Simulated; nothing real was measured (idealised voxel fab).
This is a process module. Its name is voxel capacitor over wiring.
225 nm wide, 5 nm square cells: that's cross-section cut.
Reading order for cross-sections: top band down to bottom band. Underlying form: a grid of square cells. Band size: one or more rows of cells.
What a band's entry tells you: where the top is and where the bottom is, as heights in nm, and after that what lies inside, material by material from left to right, each with its width in nm. Empty space is written as the word "blank", and a single material marked with the word "throughout" occupies the band from edge to edge.
Heights are reckoned from 0. Under this level, the received wafer is all of one material. The bottommost band is open-ended downward, for example "0..down".
Think of "30 to 40" as a width that walks from the first number to the second as you go down the band, top row to bottom row, taking equal-sized steps from row to row.
Key: "remained unchanged" - step with no changed cell in the cross-section.
In the "Closed empty spaces" entry, you get each enclosed empty space of 8 cells or more, one with no open way to the top, written width x height at distance, distance from the left edge, in nm.
On a step's line, text after the settings is the simulator commenting on that step.
When a step includes a mask, the "overlay nm" setting on its line states how far to the right of its planned place that mask lay, and negative values state how far to the left.
So the way this works: pairs, before and after one process step. The after picture only goes down to the lowest band that actually changed, nothing below. Step and its settings are under each pair. And watch out, pairs might come from different runs of this module, same starting wafer though, so a pair only follows on from the one above if its "Pre-process" entry tells you so.
Pre-process
	90..75 | SiO2 throughout
	75..70 | 65 of SiO2; 65 of TiN; 95 of SiO2
	70..65 | 65 of SiO2; 65 of Al2O3; 95 of SiO2
	65..60 | 60 of SiO2; 75 of TiN; 90 of SiO2
	60..40 | 65 of lowk; 5 of TiN; 5 of W; 5 of TiN; 145 of lowk
	40..35 | 65 of SiCN; 15 of TiN; 145 of SiCN
	35..15 | 60 of lowk; 20 of Ru; 60 of lowk; 20 of Ru; 65 of lowk
	15..10 | Ru throughout
	10..0 | SiO2 throughout
	0..down | Si throughout
	Closed empty spaces: none
Sectional View, Post-Process
	100..90 | aC throughout
	Below a height of 90, the structure has not been altered.
	Closed empty spaces: none
Relating the two cross-sections above, the step in between is DIRECTIONAL_DEP,material aC,thk nm 10
Pre-process: it's just the after picture from the pair right above this one.
Sectional View, Post-Process
	130..100 | 75 of resist; 15 of blank; 135 of resist
	Below a height of 100, the structure has not been altered.
	Closed empty spaces: none
Relating the two cross-sections above, the step in between is PATTERN,tone open,mask id PLUG_2,material resist,width nm 15,thk nm 30,overlay nm 0
Pre-process: it's just the after picture from the pair right above this one.
Sectional View, Post-Process
	120..100 | 75 of resist; 15 of blank; 135 of resist
	100..90 | 75 of aC; 15 of blank; 135 of aC
	Below a height of 90, the structure has not been altered.
	Closed empty spaces: none
Relating the two cross-sections above, the step in between is DIRECTIONAL_ETCH,etch materials aC,depth nm 10
Pre-process: it's just the after picture from the pair right above this one.
Sectional View, Post-Process
	100..90 | 75 of aC; 15 of blank; 135 of aC
	Below a height of 90, the structure has not been altered.
	Closed empty spaces: none
Relating the two cross-sections above, the step in between is STRIP,etch materials resist
Pre-process: it's just the after picture from the pair right above this one.
Sectional View, Post-Process
	100..90 | 75 of aC; 15 of blank; 135 of aC
	90..75 | 75 of SiO2; 15 of blank; 135 of SiO2
	Below a height of 75, the structure has not been altered.
	Closed empty spaces: none
Relating the two cross-sections above, the step in between is DIRECTIONAL_ETCH,etch materials SiO2,depth nm 15
Pre-process: it's just the after picture from the pair right above this one.
Sectional View, Post-Process
	90..75 | 75 of SiO2; 15 of blank; 135 of SiO2
	Below a height of 75, the structure has not been altered.
	Closed empty spaces: none
Relating the two cross-sections above, the step in between is STRIP,etch materials aC
Pre-process: it's just the after picture from the pair right above this one.
Sectional View, Post-Process
	95..90 | 80 of TiN; 5 of blank; 140 of TiN
	90..80 | 75 of SiO2; 5 of TiN; 5 of blank; 5 of TiN; 135 of SiO2
	80..70 | 75 to 65 of SiO2; 15 to 65 of TiN; 135 to 95 of SiO2
	Below a height of 70, the structure has not been altered.
	Closed empty spaces: none
Relating the two cross-sections above, the step in between is CONFORMAL_DEP,material TiN,thk nm 5
Pre-process: it's just the after picture from the pair right above this one.
Sectional View, Post-Process
	100..95 | Cu throughout
	95..90 | 80 of TiN; 5 of Cu; 140 of TiN
	90..80 | 75 of SiO2; 5 of TiN; 5 of Cu; 5 of TiN; 135 of SiO2
	Below a height of 80, the structure has not been altered.
	Closed empty spaces: none
Relating the two cross-sections above, the step in between is FILL_DEP,material Cu,thk nm 5
Pre-process: it's just the after picture from the pair right above this one.
Sectional View, Post-Process
	90..80 | 75 of SiO2; 5 of TiN; 5 of Cu; 5 of TiN; 135 of SiO2
	Below a height of 80, the structure has not been altered.
	Closed empty spaces: none
Relating the two cross-sections above, the step in between is CMP,height nm 90
Pre-process: it's just the after picture from the pair right above this one.
Sectional View, Post-Process
	95..90 | SiCN throughout
	Below a height of 90, the structure has not been altered.
	Closed empty spaces: none
Relating the two cross-sections above, the step in between is CONFORMAL_DEP,material SiCN,thk nm 5
Pre-process
	75..70 | TiN throughout
	70..65 | Al2O3 throughout
	65..60 | TiN throughout
	60..40 | 65 of lowk; 5 of TiN; 5 of W; 5 of TiN; 145 of lowk
	40..35 | 65 of SiCN; 15 of TiN; 145 of SiCN
	35..15 | 60 of lowk; 20 of Ru; 60 of lowk; 20 of Ru; 65 of lowk
	15..10 | 60 of lowk; 20 of TiN; 60 of lowk; 20 of TiN; 65 of lowk
	10..0 | SiO2 throughout
	0..down | Si throughout
	Closed empty spaces: none
Sectional View, Post-Process
	75..70 | 65 of TiN; 65 of blank; 95 of TiN
	Below a height of 70, the structure has not been altered.
	Closed empty spaces: none
Relating the two cross-sections above, the step in between is MASKED_ETCH,tone open,mask id UPPER_PLATE,width nm 65,etch materials TiN,depth nm 5,overlay nm 0
Pre-process: it's just the after picture from the pair right above this one.
Sectional View, Post-Process
	90..85 | 65 of aC; 65 of blank; 95 of aC
	85..75 | aC throughout
	75..70 | 65 of TiN; 65 of aC; 95 of TiN
	Below a height of 70, the structure has not been altered.
	Closed empty spaces: none
Relating the two cross-sections above, the step in between is DIRECTIONAL_DEP,material aC,thk nm 15
Pre-process: it's just the after picture from the pair right above this one.
Sectional View, Post-Process
	120..90 | 60 of blank; 75 of resist; 90 of blank
	90..85 | 65 of aC; 65 of resist; 95 of aC
	Below a height of 85, the structure has not been altered.
	Closed empty spaces: none
Relating the two cross-sections above, the step in between is PATTERN,tone cover,mask id LOWER_PLATE,material resist,width nm 75,thk nm 30,overlay nm 0
Pre-process: it's just the after picture from the pair right above this one.
Sectional View, Post-Process
	105..90 | 60 of blank; 75 of resist; 90 of blank
	90..85 | 60 of blank; 5 of aC; 65 of resist; 5 of aC; 90 of blank
	85..75 | 60 of blank; 75 of aC; 90 of blank
	Below a height of 75, the structure has not been altered.
	Closed empty spaces: none
Relating the two cross-sections above, the step in between is DIRECTIONAL_ETCH,etch materials aC,depth nm 15
Pre-process: it's just the after picture from the pair right above this one.
Sectional View, Post-Process
	90..85 | 60 of blank; 5 of aC; 65 of blank; 5 of aC; 90 of blank
	Below a height of 85, the structure has not been altered.
	Closed empty spaces: none
Relating the two cross-sections above, the step in between is STRIP,etch materials resist
Pre-process: it's just the after picture from the pair right above this one.
Sectional View, Post-Process
	90..85 | 60 of blank; 5 of aC; 65 of blank; 5 of aC; 90 of blank
	85..75 | 60 of blank; 75 of aC; 90 of blank
	75..70 | 60 of blank; 5 of TiN; 65 of aC; 5 of TiN; 90 of blank
	Below a height of 70, the structure has not been altered.
	Closed empty spaces: none
Relating the two cross-sections above, the step in between is DIRECTIONAL_ETCH,etch materials TiN,depth nm 5
Pre-process: it's just the after picture from the pair right above this one.
Sectional View, Post-Process
	75..70 | 60 of blank; 5 of TiN; 65 of blank; 5 of TiN; 90 of blank
	Below a height of 70, the structure has not been altered.
	Closed empty spaces: none
Relating the two cross-sections above, the step in between is STRIP,etch materials aC
Pre-process: it's just the after picture from the pair right above this one.
Sectional View, Post-Process
	95..75 | SiO2 throughout
	75..70 | 60 of SiO2; 5 of TiN; 65 of SiO2; 5 of TiN; 90 of SiO2
	Below a height of 70, the structure has not been altered.
	Closed empty spaces: none
Relating the two cross-sections above, the step in between is FILL_DEP,material SiO2,thk nm 20
Pre-process: it's just the after picture from the pair right above this one.
Sectional View, Post-Process
	90..75 | SiO2 throughout
	Below a height of 75, the structure has not been altered.
	Closed empty spaces: none
Relating the two cross-sections above, the step in between is CMP,height nm 90
Pre-process: it's just the after picture from the pair right above this one.
Sectional View, Post-Process
	100..90 | aC throughout
	Below a height of 90, the structure has not been altered.
	Closed empty spaces: none
Relating the two cross-sections above, the step in between is DIRECTIONAL_DEP,material aC,thk nm 10
Pre-process: it's just the after picture from the pair right above this one.
Sectional View, Post-Process
	130..100 | 75 of resist; 15 of blank; 135 of resist
	Below a height of 100, the structure has not been altered.
	Closed empty spaces: none
Relating the two cross-sections above, the step in between is PATTERN,tone open,mask id PLUG_2,material resist,width nm 15,thk nm 30,overlay nm 0
Pre-process: it's just the after picture from the pair right above this one.
Sectional View, Post-Process
	120..100 | 75 of resist; 15 of blank; 135 of resist
	100..90 | 75 of aC; 15 of blank; 135 of aC
	Below a height of 90, the structure has not been altered.
	Closed empty spaces: none
Relating the two cross-sections above, the step in between is DIRECTIONAL_ETCH,etch materials aC,depth nm 10
Pre-process: it's just the after picture from the pair right above this one.
Sectional View, Post-Process
	100..90 | 75 of aC; 15 of blank; 135 of aC
	Below a height of 90, the structure has not been altered.
	Closed empty spaces: none
Relating the two cross-sections above, the step in between is STRIP,etch materials resist
Pre-process: it's just the after picture from the pair right above this one.
Sectional View, Post-Process
	100..90 | 75 of aC; 15 of blank; 135 of aC
	90..75 | 75 of SiO2; 15 of blank; 135 of SiO2
	Below a height of 75, the structure has not been altered.
	Closed empty spaces: none
Relating the two cross-sections above, the step in between is DIRECTIONAL_ETCH,etch materials SiO2,depth nm 15
Pre-process: it's just the after picture from the pair right above this one.
Sectional View, Post-Process
	90..75 | 75 of SiO2; 15 of blank; 135 of SiO2
	Below a height of 75, the structure has not been altered.
	Closed empty spaces: none
Relating the two cross-sections above, the step in between is STRIP,etch materials aC
Pre-process: it's just the after picture from the pair right above this one.
Sectional View, Post-Process
	95..90 | 80 of TiN; 5 of blank; 140 of TiN
	90..80 | 75 of SiO2; 5 of TiN; 5 of blank; 5 of TiN; 135 of SiO2
	80..75 | 75 of SiO2; 15 of TiN; 135 of SiO2
	Below a height of 75, the structure has not been altered.
	Closed empty spaces: none
Relating the two cross-sections above, the step in between is CONFORMAL_DEP,material TiN,thk nm 5
Pre-process: it's just the after picture from the pair right above this one.
Sectional View, Post-Process
	100..95 | Cu throughout
	95..90 | 80 of TiN; 5 of Cu; 140 of TiN
	90..80 | 75 of SiO2; 5 of TiN; 5 of Cu; 5 of TiN; 135 of SiO2
	Below a height of 80, the structure has not been altered.
	Closed empty spaces: none
Relating the two cross-sections above, the step in between is FILL_DEP,material Cu,thk nm 5
Pre-process: it's just the after picture from the pair right above this one.
Sectional View, Post-Process
	90..80 | 75 of SiO2; 5 of TiN; 5 of Cu; 5 of TiN; 135 of SiO2
	Below a height of 80, the structure has not been altered.
	Closed empty spaces: none
Relating the two cross-sections above, the step in between is CMP,height nm 90
Pre-process: it's just the after picture from the pair right above this one.
Sectional View, Post-Process
	95..90 | SiCN throughout
	Below a height of 90, the structure has not been altered.
	Closed empty spaces: none
Relating the two cross-sections above, the step in between is CONFORMAL_DEP,material SiCN,thk nm 5
